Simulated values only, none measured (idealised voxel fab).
process module | voxel ribs on slabs
cross-section cut | 280 nm wide | cells 5 nm
A cross-section is a grid of square cells, given in bands from the top down. A band is one or more rows of cells.
Each band's line starts with the height of the band's top and of its bottom, in nm. Then come its materials from left to right, each with its width in nm. One material with "throughout" fills the band from edge to edge. "air" is empty space.
Height 0 is the level under which the wafer as received is all one material. The lowest band goes on downwards, as in "0 down".
A width such as "30 to 40" changes by the same amount from each row of cells to the next, from the band's top row to its bottom row.
"no change" after a step means that no cell of the cross-section changed.
closed voids: empty space of 8 cells or more with no open way to the top, each as width x height at its distance from the left edge, in nm
after a step's settings: what the simulator itself notes on the step
overlay nm, on a step with a mask: how far to the right of its planned place the mask lay; to the left if negative
plan
1 op RECEIVE | material Si
2 op DIRECTIONAL_DEP | material SiO2 | thk nm 25
3 op DIRECTIONAL_DEP | material SiN | thk nm 25
4 op DIRECTIONAL_DEP | material aC | thk nm 15
5 op PATTERN | tone cover | mask id RIB | material resist | width nm 30 | thk nm 35 | overlay nm 0
6 op DIRECTIONAL_ETCH | etch materials aC | depth nm 15
7 op STRIP | etch materials resist
8 op DIRECTIONAL_ETCH | etch materials SiN | depth nm 10
9 op STRIP | etch materials aC
10 op DIRECTIONAL_DEP | material aC | thk nm 10
11 op PATTERN | tone cover | mask id SLAB | material resist | width nm 90 | thk nm 25 | overlay nm 0
12 op DIRECTIONAL_ETCH | etch materials aC | depth nm 10
13 op STRIP | etch materials resist
14 op DIRECTIONAL_ETCH | etch materials SiN | depth nm 15
15 op STRIP | etch materials aC
16 op FILL_DEP | material SiO2 | thk nm 25
17 op CMP | height nm 65
18 op DIRECTIONAL_DEP | material TiN | thk nm 5
19 op DIRECTIONAL_DEP | material aC | thk nm 15
20 op PATTERN | tone cover | mask id HEATER | material resist | width nm 40 | thk nm 35 | overlay nm 0
21 op DIRECTIONAL_ETCH | etch materials aC | depth nm 15
22 op STRIP | etch materials resist
23 op DIRECTIONAL_ETCH | etch materials TiN | depth nm 5
24 op STRIP | etch materials aC
25 op CONFORMAL_DEP | material SiO2 | thk nm 10
as received, after step 1
  0 down: Si throughout
  closed voids: none
first wafer at the end, as planned
  80 to 75: air 110 | SiO2 60 | air 110
  75 to 70: SiO2 throughout
  70 to 65: SiO2 120 | TiN 40 | SiO2 120
  65 to 50: SiO2 throughout
  50 to 40: SiO2 125 | SiN 30 | SiO2 125
  40 to 25: SiO2 95 | SiN 90 | SiO2 95
  25 to 0: SiO2 throughout
  0 down: Si throughout
  closed voids: none
second wafer at the end: like start, like plan, one mistake
  80 to 75: air 110 | SiO2 60 | air 110
  75 to 70: SiO2 throughout
  70 to 65: SiO2 120 | TiN 40 | SiO2 120
  65 to 50: SiO2 95 | SiN 90 | SiO2 95
  50 to 0: SiO2 throughout
  0 down: Si throughout
  closed voids: none
what went wrong: step 2 was run twice
at the end the second wafer has, in cells: 12 fewer of SiN | 12 more of SiO2
